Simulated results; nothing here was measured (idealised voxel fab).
The document below concerns the process module designated voxel gate over fins.
In the cross-section labelled cut, the width is 270 nm and each square cell is 5 nm.
Cross-sections here: square-cell grids, written as top-down lists of bands, a band being one or more rows of cells.
What a band's entry tells you: where the top is and where the bottom is, as heights in nm, and after that what lies inside, material by material from left to right, each with its width in nm. Empty space is written as the word "empty", and a single material marked with the word "throughout" occupies the band from edge to edge.
Height datum 0, below which the as-received substrate wafer is one material. Lowest band open at the bottom, running downward: "0 down".
The notation "30->40" denotes a width that varies across the rows of cells in the band, beginning at the first number in the top row, finishing at the second number in the bottom row, and changing by an identical amount from each row to the next.
A step reported as "no modifications" is a step in which no cell of the cross-section changed.
Basically, "Enclosed void catalog" tells you about the enclosed voids: empty spaces with no open way to the top, 8 cells or bigger, each written width x height at distance, where distance is from the left edge, all in nm.
Note: text after step settings on the step line = simulator remark on that step.
If you see "overlay nm" on a step's line and that step has a mask, it's telling you how far right of where it was planned the mask ended up; a negative number means it went left instead.
**Planned process steps**
step 1: RECEIVE,material Si
step 2: CONFORMAL_DEP,material SiN,thk nm 5
step 3: DIRECTIONAL_DEP,material aC,thk nm 10
step 4: PATTERN,tone cover,mask id FINS,material resist,width nm 15,pitch nm 50,thk nm 30,overlay nm 0
step 5: DIRECTIONAL_ETCH,etch materials aC,depth nm 10
step 6: STRIP,etch materials resist
step 7: DIRECTIONAL_ETCH,etch materials SiN,depth nm 5
step 8: DIRECTIONAL_ETCH,etch materials Si,depth nm 40
step 9: STRIP,etch materials aC
step 10: FILL_DEP,material SiO2,thk nm 5
step 11: CMP,height nm 5
step 12: PATTERN,tone open,mask id RAIL,material resist,width nm 15,thk nm 20,overlay nm 0
step 13: DIRECTIONAL_ETCH,etch materials SiO2,depth nm 40
step 14: STRIP,etch materials resist
step 15: CONFORMAL_DEP,material TiN,thk nm 5
step 16: FILL_DEP,material W,thk nm 5
step 17: CMP,height nm 5
step 18: SELECTIVE_ETCH,etch materials W Ru TiN,depth nm 20
step 19: FILL_DEP,material SiO2,thk nm 5
step 20: CMP,height nm 5
step 21: SELECTIVE_ETCH,etch materials SiO2,depth nm 15
step 22: STRIP,etch materials SiN
step 23: CONFORMAL_DEP,material HfO2,thk nm 5
step 24: CONFORMAL_DEP,material TiN,thk nm 5
step 25: FILL_DEP,material W,thk nm 10
step 26: CMP,height nm 15
step 27: CONFORMAL_DEP,material SiCN,thk nm 5
**Incoming wafer in cross-section (state: after step 1)**
  0 down = Si throughout
  Enclosed void catalog: none
**Here's the cross-section of the first of our two wafers at the end of the module - it ran as planned**
  20 to 15 = SiCN throughout
  15 to 10 = W throughout
  10 to 5 = W 90 nm | TiN 35 nm | W 15 nm | TiN 35 nm | W 95 nm
  5 to 0 = W 90 nm | TiN 5 nm | HfO2 25 nm | TiN 5 nm | W 15 nm | TiN 5 nm | HfO2 25 nm | TiN 5 nm | W 95 nm
  0 to -5 = TiN 95 nm | HfO2 5 nm | Si 15 nm | HfO2 5 nm | TiN 25 nm | HfO2 5 nm | Si 15 nm | HfO2 5 nm | TiN 100 nm
  -5 to -10 = HfO2 100 nm | Si 15 nm | HfO2 35 nm | Si 15 nm | HfO2 105 nm
  -10 to -15 = SiO2 100 nm | Si 15 nm | SiO2 35 nm | Si 15 nm | SiO2 105 nm
  -15 to -30 = SiO2 100 nm | Si 15 nm | SiO2 10 nm | TiN 5 nm | W 5 nm | TiN 5 nm | SiO2 10 nm | Si 15 nm | SiO2 105 nm
  -30 to -35 = SiO2 100 nm | Si 15 nm | SiO2 10 nm | TiN 15 nm | SiO2 10 nm | Si 15 nm | SiO2 105 nm
  -35 to -40 = SiO2 100 nm | Si 15 nm | SiO2 35 nm | Si 15 nm | SiO2 105 nm
  -40 down = Si throughout
  Enclosed void catalog: none
**End of module, second wafer, cross-section. Started like the first, planned like the first, run with one mistake**
  20 to 15 = SiCN throughout
  15 to 10 = W throughout
  10 to 5 = W 90 nm | TiN 35 nm | W 15 nm | TiN 35 nm | W 95 nm
  5 to 0 = W 90 nm | TiN 5 nm | HfO2 25 nm | TiN 5 nm | W 15 nm | TiN 5 nm | HfO2 25 nm | TiN 5 nm | W 95 nm
  0 to -5 = TiN 95 nm | HfO2 5 nm | Si 15 nm | HfO2 5 nm | TiN 25 nm | HfO2 5 nm | Si 15 nm | HfO2 5 nm | TiN 100 nm
  -5 to -10 = HfO2 90 nm | TiN 5 nm | HfO2 5 nm | Si 15 nm | HfO2 5 nm | TiN 5 nm | HfO2 15 nm | TiN 5 nm | HfO2 5 nm | Si 15 nm | HfO2 5 nm | TiN 5 nm | HfO2 95 nm
  -10 to -15 = SiO2 85 nm | HfO2 15 nm | Si 15 nm | HfO2 15 nm | SiO2 5 nm | HfO2 15 nm | Si 15 nm | HfO2 15 nm | SiO2 90 nm
  -15 to -30 = SiO2 100 nm | Si 15 nm | SiO2 10 nm | TiN 5 nm | W 5 nm | TiN 5 nm | SiO2 10 nm | Si 15 nm | SiO2 105 nm
  -30 to -35 = SiO2 100 nm | Si 15 nm | SiO2 10 nm | TiN 15 nm | SiO2 10 nm | Si 15 nm | SiO2 105 nm
  -35 to -40 = SiO2 100 nm | Si 15 nm | SiO2 35 nm | Si 15 nm | SiO2 105 nm
  -40 down = Si throughout
  Enclosed void catalog: none
So what did we get wrong on this run? deviation from plan: step 22 and step 21 executed in one another's positions
Bottom line after processing is that, in cells, the second wafer is up or down on some materials versus the first: 8 more of HfO2; 12 fewer of SiO2; 4 more of TiN
